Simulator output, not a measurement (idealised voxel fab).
process module | voxel transistor to metal
For reference, the cross-section in this document is cut, with width 290 nm and square cells of 5 nm.
Cross-section spec: square-cell grid; bands listed top down; each band is one or more rows. Top, bottom (nm), then materials left to right with widths (nm); lone material tagged "throughout" fills the whole band edge to edge; "blank" = empty space. Heights are reckoned from 0. Under this level, the received wafer is all of one material. The bottommost band is open-ended downward, for example "top 0, no bottom". So if you see something like "30..40" for the width, read it as the top row of the band sitting at the first number and the bottom row at the second, with every row in between moving by the same amount as the last. When a step is marked "nothing altered", none of the cells in the cross-section changed during that step. So "Fully closed voids" is basically the list of trapped voids: any empty space of 8 cells or more that can't reach the top through an opening. They're written width x height at distance, the distance being from the left edge, and it's all nm. On each step's line, the part that comes after the settings is the simulator's own comment on the step. overlay nm: where the mask lay relative to plan, measured to the right, on steps with a mask; negatives go left.
The following list gives the planned process steps:
| 1 | op RECEIVE | material Si |
| 2 | op CONFORMAL_DEP | material SiO2 | thk nm 5 |
| 3 | op CONFORMAL_DEP | material SiN | thk nm 15 |
| 4 | op PATTERN | tone cover | mask id ACTIVE | material resist | width nm 105 | pitch nm 125 | thk nm 15 | overlay nm 0 |
| 5 | op DIRECTIONAL_ETCH | etch materials SiN | depth nm 15 |
| 6 | op DIRECTIONAL_ETCH | etch materials SiO2 | depth nm 5 |
| 7 | op DIRECTIONAL_ETCH | etch materials Si | depth nm 25 |
| 8 | op STRIP | etch materials resist |
| 9 | op FILL_DEP | material SiO2 | thk nm 15 |
| 10 | op CMP | height nm 20 |
| 11 | op SELECTIVE_ETCH | etch materials SiO2 | depth nm 5 |
| 12 | op STRIP | etch materials SiN |
| 13 | op SELECTIVE_ETCH | etch materials SiO2 | depth nm 5 |
| 14 | op OXIDIZE | depth nm 5 |
| 15 | op DIRECTIONAL_DEP | material polySi | thk nm 30 |
| 16 | op DIRECTIONAL_DEP | material SiCN | thk nm 15 |
| 17 | op PATTERN | tone cover | mask id GATE | material resist | width nm 35 | pitch nm 125 | thk nm 15 | overlay nm 0 |
| 18 | op DIRECTIONAL_ETCH | etch materials SiCN | depth nm 25 |
| 19 | op DIRECTIONAL_ETCH | etch materials polySi | depth nm 40 |
| 20 | op STRIP | etch materials resist |
| 21 | op CONFORMAL_DEP | material SiN | thk nm 5 |
| 22 | op DIRECTIONAL_ETCH | etch materials SiN | depth nm 5 |
| 23 | op DIRECTIONAL_ETCH | etch materials SiO2 | depth nm 5 |
| 24 | op EPI | material pSi | thk nm 5 |
| 25 | op FILL_DEP | material SiO2 | thk nm 10 |
| 26 | op CMP | height nm 30 |
| 27 | op STRIP | etch materials polySi |
| 28 | op SELECTIVE_ETCH | etch materials SiO2 | depth nm 5 |
| 29 | op CONFORMAL_DEP | material HfO2 | thk nm 5 |
| 30 | op CONFORMAL_DEP | material TiN | thk nm 5 |
| 31 | op FILL_DEP | material W | thk nm 5 |
| 32 | op CMP | height nm 25 |
| 33 | op DIRECTIONAL_DEP | material SiO2 | thk nm 15 |
| 34 | op MASKED_ETCH | tone open | mask id CONTACT | width nm 15 | etch materials SiO2 | depth nm 40 | overlay nm 0 |
| 35 | op CONFORMAL_DEP | material TiN | thk nm 5 |
| 36 | op FILL_DEP | material Ru | thk nm 5 |
| 37 | op CMP | height nm 40 |
| 38 | op CONFORMAL_DEP | material SiCN | thk nm 5 |
| 39 | op DIRECTIONAL_DEP | material SiO2 | thk nm 25 |
| 40 | op PATTERN | tone open | mask id METAL_1 | material resist | width nm 15 | thk nm 20 | overlay nm 0 |
| 41 | op DIRECTIONAL_ETCH | etch materials SiO2 | depth nm 25 |
| 42 | op DIRECTIONAL_ETCH | etch materials SiCN | depth nm 5 |
| 43 | op STRIP | etch materials resist |
| 44 | op CONFORMAL_DEP | material TiN | thk nm 5 |
| 45 | op FILL_DEP | material Ru | thk nm 10 |
| 46 | op CMP | height nm 70 |
| 47 | op CONFORMAL_DEP | material SiCN | thk nm 5 |
Cross-section: wafer on arrival = after step 1:
> top 0, no bottom | Si throughout
> Fully closed voids: none
Cross-section, first of two wafers, end of module, run as planned:
> top 75, bottom 70 | SiCN throughout
> top 70, bottom 45 | 35 nm SiO2, then 5 nm TiN, then 5 nm Ru, then 5 nm TiN, then 65 nm SiO2, then 5 nm TiN, then 5 nm Ru, then 5 nm TiN, then 30 nm SiO2, then 5 nm TiN, then 5 nm Ru, then 5 nm TiN, then 65 nm SiO2, then 5 nm TiN, then 5 nm Ru, then 5 nm TiN, then 35 nm SiO2
> top 45, bottom 40 | 35 nm SiCN, then 15 nm TiN, then 65 nm SiCN, then 15 nm TiN, then 30 nm SiCN, then 15 nm TiN, then 65 nm SiCN, then 15 nm TiN, then 35 nm SiCN
> top 40, bottom 25 | 35 nm SiO2, then 5 nm TiN, then 5 nm Ru, then 5 nm TiN, then 65 nm SiO2, then 5 nm TiN, then 5 nm Ru, then 5 nm TiN, then 30 nm SiO2, then 5 nm TiN, then 5 nm Ru, then 5 nm TiN, then 65 nm SiO2, then 5 nm TiN, then 5 nm Ru, then 5 nm TiN, then 35 nm SiO2
> top 25, bottom 10 | 35 nm SiO2, then 5 nm TiN, then 5 nm Ru, then 5 nm TiN, then 10 nm SiO2, then 5 nm SiN, then 5 nm HfO2, then 5 nm TiN, then 15 nm W, then 5 nm TiN, then 5 nm HfO2, then 5 nm SiN, then 10 nm SiO2, then 5 nm TiN, then 5 nm Ru, then 5 nm TiN, then 30 nm SiO2, then 5 nm TiN, then 5 nm Ru, then 5 nm TiN, then 10 nm SiO2, then 5 nm SiN, then 5 nm HfO2, then 5 nm TiN, then 15 nm W, then 5 nm TiN, then 5 nm HfO2, then 5 nm SiN, then 10 nm SiO2, then 5 nm TiN, then 5 nm Ru, then 5 nm TiN, then 35 nm SiO2
> top 10, bottom 5 | 25 nm SiO2, then 5 nm SiN, then 5 nm SiO2, then 5 nm TiN, then 5 nm Ru, then 5 nm TiN, then 10 nm SiO2, then 5 nm SiN, then 5 nm HfO2, then 5 nm TiN, then 15 nm W, then 5 nm TiN, then 5 nm HfO2, then 5 nm SiN, then 10 nm SiO2, then 5 nm TiN, then 5 nm Ru, then 5 nm TiN, then 5 nm SiO2, then 5 nm SiN, then 10 nm SiO2, then 5 nm SiN, then 5 nm SiO2, then 5 nm TiN, then 5 nm Ru, then 5 nm TiN, then 10 nm SiO2, then 5 nm SiN, then 5 nm HfO2, then 5 nm TiN, then 15 nm W, then 5 nm TiN, then 5 nm HfO2, then 5 nm SiN, then 10 nm SiO2, then 5 nm TiN, then 5 nm Ru, then 5 nm TiN, then 5 nm SiO2, then 5 nm SiN, then 25 nm SiO2
> top 5, bottom 0 | 25 nm SiO2, then 5 nm SiN, then 5 nm SiO2, then 15 nm TiN, then 10 nm SiO2, then 5 nm SiN, then 5 nm HfO2, then 25 nm TiN, then 5 nm HfO2, then 5 nm SiN, then 10 nm SiO2, then 15 nm TiN, then 5 nm SiO2, then 5 nm SiN, then 10 nm SiO2, then 5 nm SiN, then 5 nm SiO2, then 15 nm TiN, then 10 nm SiO2, then 5 nm SiN, then 5 nm HfO2, then 25 nm TiN, then 5 nm HfO2, then 5 nm SiN, then 10 nm SiO2, then 15 nm TiN, then 5 nm SiO2, then 5 nm SiN, then 25 nm SiO2
> top 0, bottom -5 | 30 nm SiO2, then 30 nm pSi, then 45 nm HfO2, then 30 nm pSi, then 20 nm SiO2, then 30 nm pSi, then 45 nm HfO2, then 30 nm pSi, then 30 nm SiO2
> top -5, bottom -25 | 30 nm SiO2, then 105 nm Si, then 20 nm SiO2, then 105 nm Si, then 30 nm SiO2
> top -25, no bottom | Si throughout
> Fully closed voids: none
Cross-section, second wafer: same start as the first, same plan as the first, one mistake in running it; taken at the end of the module:
> top 75, bottom 70 | SiCN throughout
> top 70, bottom 45 | 35 nm SiO2, then 5 nm TiN, then 5 nm Ru, then 5 nm TiN, then 65 nm SiO2, then 5 nm TiN, then 5 nm Ru, then 5 nm TiN, then 30 nm SiO2, then 5 nm TiN, then 5 nm Ru, then 5 nm TiN, then 65 nm SiO2, then 5 nm TiN, then 5 nm Ru, then 5 nm TiN, then 35 nm SiO2
> top 45, bottom 40 | 35 nm SiCN, then 15 nm TiN, then 65 nm SiCN, then 15 nm TiN, then 30 nm SiCN, then 15 nm TiN, then 65 nm SiCN, then 15 nm TiN, then 35 nm SiCN
> top 40, bottom 25 | 40 nm SiO2, then 5 nm TiN, then 5 nm Ru, then 5 nm TiN, then 65 nm SiO2, then 5 nm TiN, then 5 nm Ru, then 5 nm TiN, then 30 nm SiO2, then 5 nm TiN, then 5 nm Ru, then 5 nm TiN, then 65 nm SiO2, then 5 nm TiN, then 5 nm Ru, then 5 nm TiN, then 30 nm SiO2
> top 25, bottom 10 | 40 nm SiO2, then 5 nm TiN, then 5 nm Ru, then 5 nm TiN, then 5 nm SiO2, then 5 nm SiN, then 5 nm HfO2, then 5 nm TiN, then 15 nm W, then 5 nm TiN, then 5 nm HfO2, then 5 nm SiN, then 15 nm SiO2, then 5 nm TiN, then 5 nm Ru, then 5 nm TiN, then 30 nm SiO2, then 5 nm TiN, then 5 nm Ru, then 5 nm TiN, then 5 nm SiO2, then 5 nm SiN, then 5 nm HfO2, then 5 nm TiN, then 15 nm W, then 5 nm TiN, then 5 nm HfO2, then 5 nm SiN, then 15 nm SiO2, then 5 nm TiN, then 5 nm Ru, then 5 nm TiN, then 30 nm SiO2
> top 10, bottom 5 | 25 nm SiO2, then 5 nm SiN, then 10 nm SiO2, then 5 nm TiN, then 5 nm Ru, then 5 nm TiN, then 5 nm SiO2, then 5 nm SiN, then 5 nm HfO2, then 5 nm TiN, then 15 nm W, then 5 nm TiN, then 5 nm HfO2, then 5 nm SiN, then 15 nm SiO2, then 5 nm TiN, then 5 nm Ru, then 5 nm TiN, then 5 nm SiN, then 10 nm SiO2, then 5 nm SiN, then 10 nm SiO2, then 5 nm TiN, then 5 nm Ru, then 5 nm TiN, then 5 nm SiO2, then 5 nm SiN, then 5 nm HfO2, then 5 nm TiN, then 15 nm W, then 5 nm TiN, then 5 nm HfO2, then 5 nm SiN, then 15 nm SiO2, then 5 nm TiN, then 5 nm Ru, then 5 nm TiN, then 5 nm SiN, then 25 nm SiO2
> top 5, bottom 0 | 25 nm SiO2, then 5 nm SiN, then 10 nm SiO2, then 15 nm TiN, then 5 nm SiO2, then 5 nm SiN, then 5 nm HfO2, then 25 nm TiN, then 5 nm HfO2, then 5 nm SiN, then 15 nm SiO2, then 15 nm TiN, then 5 nm SiN, then 10 nm SiO2, then 5 nm SiN, then 10 nm SiO2, then 15 nm TiN, then 5 nm SiO2, then 5 nm SiN, then 5 nm HfO2, then 25 nm TiN, then 5 nm HfO2, then 5 nm SiN, then 15 nm SiO2, then 15 nm TiN, then 5 nm SiN, then 25 nm SiO2
> top 0, bottom -5 | 30 nm SiO2, then 30 nm pSi, then 45 nm HfO2, then 30 nm pSi, then 20 nm SiO2, then 30 nm pSi, then 45 nm HfO2, then 30 nm pSi, then 30 nm SiO2
> top -5, bottom -25 | 30 nm SiO2, then 105 nm Si, then 20 nm SiO2, then 105 nm Si, then 30 nm SiO2
> top -25, no bottom | Si throughout
> Fully closed voids: none
In executing the process, a mistake was made relative to the plan: off-plan run, step 34, actual operation and settings op MASKED_ETCH | tone open | mask id CONTACT | width nm 15 | etch materials SiO2 | depth nm 40 | overlay nm 5
By the end, you'd get the same cell count for each material on either wafer, but the second wafer puts them somewhere else.
